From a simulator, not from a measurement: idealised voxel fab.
Process module under the name voxel gate over fins
We display cut, a cross-section 140 nm in width whose square cells are each 5 nm.
Square cells in a grid make up a cross-section in this document, and the grid is given as bands, listed from the top down, each one or more rows of cells.
Band: top and bottom heights (nm) first, top before bottom; then materials from left to right, widths in nm. "edge to edge" marks a sole material filling the band edge to edge. "blank" denotes empty space.
For the purposes of this specification, 0 denotes the height below which the wafer in its as-received condition is composed wholly of one material, and the lowermost band, lacking a lower limit, extends downward without end, as expressed in "0 -> down".
It should be noted that a width expressed as "30..40" varies in equal increments from row to row of cells within the band, taking the value of the first number at the top row and that of the second number at the bottom row.
"remained unchanged" means the step left every cell of the cross-section as it was.
For the entry "Sealed voids", the listed items are empty spaces with no open way to the top whose size is 8 cells or more; each item follows the pattern width x height at distance, where distance is from the left edge and all three are in nm.
Step line, after settings: the simulator's comment on this step.
overlay nm: where the mask lay relative to plan, measured to the right, on steps with a mask; negatives go left.
BELOW IS THE LIST OF PLANNED PROCESS STEPS
1. RECEIVE with material Si
2. CONFORMAL_DEP with material SiN, thk nm 5
3. PATTERN with tone cover, mask id FINS, material resist, width nm 15, pitch nm 40, thk nm 20, overlay nm 0
4. DIRECTIONAL_ETCH with etch materials SiN, depth nm 5
5. DIRECTIONAL_ETCH with etch materials Si, depth nm 40
6. STRIP with etch materials resist
7. FILL_DEP with material SiO2, thk nm 10
8. CMP with height nm 5
9. SELECTIVE_ETCH with etch materials SiO2, depth nm 20
10. STRIP with etch materials SiN
11. CONFORMAL_DEP with material HfO2, thk nm 5
12. CONFORMAL_DEP with material TiN, thk nm 5
13. CONFORMAL_DEP with material TiAl, thk nm 5
14. CONFORMAL_DEP with material TiN, thk nm 5
15. FILL_DEP with material W, thk nm 10
16. CMP with height nm 25
17. CONFORMAL_DEP with material SiCN, thk nm 5
THIS IS THE CROSS-SECTION OF THE WAFER AS WE RECEIVED IT, I.E. AFTER STEP 1
- 0 -> down  Si edge to edge
- Sealed voids: none
BELOW IS THE WAFER IN CROSS-SECTION AFTER THE MODULE WAS COMPLETED. IT BEGAN FROM THE STARTING POINT SHOWN ABOVE AND FOLLOWED THE PLAN SHOWN ABOVE, EXCEPT THAT ONE MISTAKE WAS MADE WHILE RUNNING IT
- 30 -> 25  SiCN edge to edge
- 25 -> 20  W edge to edge
- 20 -> 15  W 15, then TiN 105, then W 20
- 15 -> 10  W 15, then TiN 5, then TiAl 95, then TiN 5, then W 20
- 10 -> 5  W 15, then TiN 5, then TiAl 5, then TiN 85, then TiAl 5, then TiN 5, then W 20
- 5 -> 0  TiN 20, then TiAl 5, then TiN 5, then HfO2 35, then TiN 5, then HfO2 35, then TiN 5, then TiAl 5, then TiN 25
- 0 -> -5  TiAl 25, then TiN 5, then HfO2 5, then Si 25, then HfO2 5, then TiN 5, then HfO2 5, then Si 25, then HfO2 5, then TiN 5, then TiAl 30
- -5 -> -10  TiN 30, then HfO2 5, then Si 25, then HfO2 5, then TiN 5, then HfO2 5, then Si 25, then HfO2 5, then TiN 35
- -10 -> -15  HfO2 35, then Si 25, then HfO2 15, then Si 25, then HfO2 40
- -15 -> -40  SiO2 35, then Si 25, then SiO2 15, then Si 25, then SiO2 40
- -40 -> down  Si edge to edge
- Sealed voids: none
Against the plan, the run slipped here: step 3 was run on a setting that differed from the plan, and what really ran there is PATTERN with tone cover, mask id FINS, material resist, width nm 25, pitch nm 40, thk nm 20, overlay nm 0
